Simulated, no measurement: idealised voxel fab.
Process module under the name voxel released beams
For reference, the cross-section in this document is cut, with width 230 nm and square cells of 5 nm.
If you're reading a cross-section in this doc, picture square cells in a grid; it comes to you as bands, top ones listed first down to the bottom, and a band can be one or more rows of cells.
First you get the band's top height and its bottom height, in nm, and then the materials it's made of, left to right, with each width in nm. If you see a single material with "everywhere", that one covers the band edge to edge. "blank" is empty space.
The level at which height equals 0 is the one under which the wafer, as it arrives, is entirely one material. No lower edge exists for the bottom band, which continues downward and is notated as in "0 and below".
Read "30 to 40" as a graded width: first number on top, second number at the bottom, same change between each pair of neighbouring rows.
"no alteration" for a step: no cell of the cross-section changed in that step.
Voids not open to the top, 8 cells minimum: see "Sealed void inventory". Written width x height at distance; distance is from the left edge; nm.
Note: text after step settings on the step line = simulator remark on that step.
The "overlay nm" setting may appear on a step's line; for a step that uses a mask, it gives how far to the right of its planned position the mask lay, and a negative value indicates the left.
PROCESS STEPS (PLANNED)
step 1: RECEIVE with material Si
step 2: CONFORMAL_DEP with material SiN, thk nm 5
step 3: DIRECTIONAL_DEP with material SiO2, thk nm 10
step 4: DIRECTIONAL_DEP with material aC, thk nm 10
step 5: PATTERN with tone open, mask id ANCHOR, material resist, width nm 45, thk nm 30, overlay nm 0
step 6: DIRECTIONAL_ETCH with etch materials aC, depth nm 10
step 7: STRIP with etch materials resist
step 8: DIRECTIONAL_ETCH with etch materials SiO2, depth nm 10
step 9: STRIP with etch materials aC
step 10: CONFORMAL_DEP with material TiN, thk nm 15
step 11: PATTERN with tone cover, mask id BEAM, material resist, width nm 120, thk nm 15, overlay nm 0
step 12: DIRECTIONAL_ETCH with etch materials TiN, depth nm 15
step 13: STRIP with etch materials resist
step 14: STRIP with etch materials SiO2
AS RECEIVED (POST STEP 1): CROSS-SECTION
  0 and below: Si everywhere
  Sealed void inventory: none
RUN AS PLANNED - FIRST OF THE TWO WAFERS CROSS-SECTIONED AT THE END OF THE MODULE
  30 down to 20: blank 50 / TiN 20 / blank 15 / TiN 85 / blank 60
  20 down to 15: blank 50 / TiN 120 / blank 60
  15 down to 5: blank 55 / TiN 45 / blank 130
  5 down to 0: SiN everywhere
  0 and below: Si everywhere
  Sealed void inventory: none
SECOND WAFER OF THE TWO, SECTIONED AT THE END OF THE MODULE. IT BEGAN LIKE THE FIRST AND FOLLOWED THE SAME PLAN, BUT ONE MISTAKE WAS MADE WHILE RUNNING IT
  25 down to 15: blank 50 / TiN 20 / blank 15 / TiN 85 / blank 60
  15 down to 10: blank 50 / TiN 120 / blank 60
  10 down to 0: blank 55 / TiN 45 / blank 130
  0 and below: Si everywhere
  Sealed void inventory: none
Run error: plan step 2: skipped, not run
Materials where the second wafer ends with more or fewer cells than the first: 46 fewer of SiN
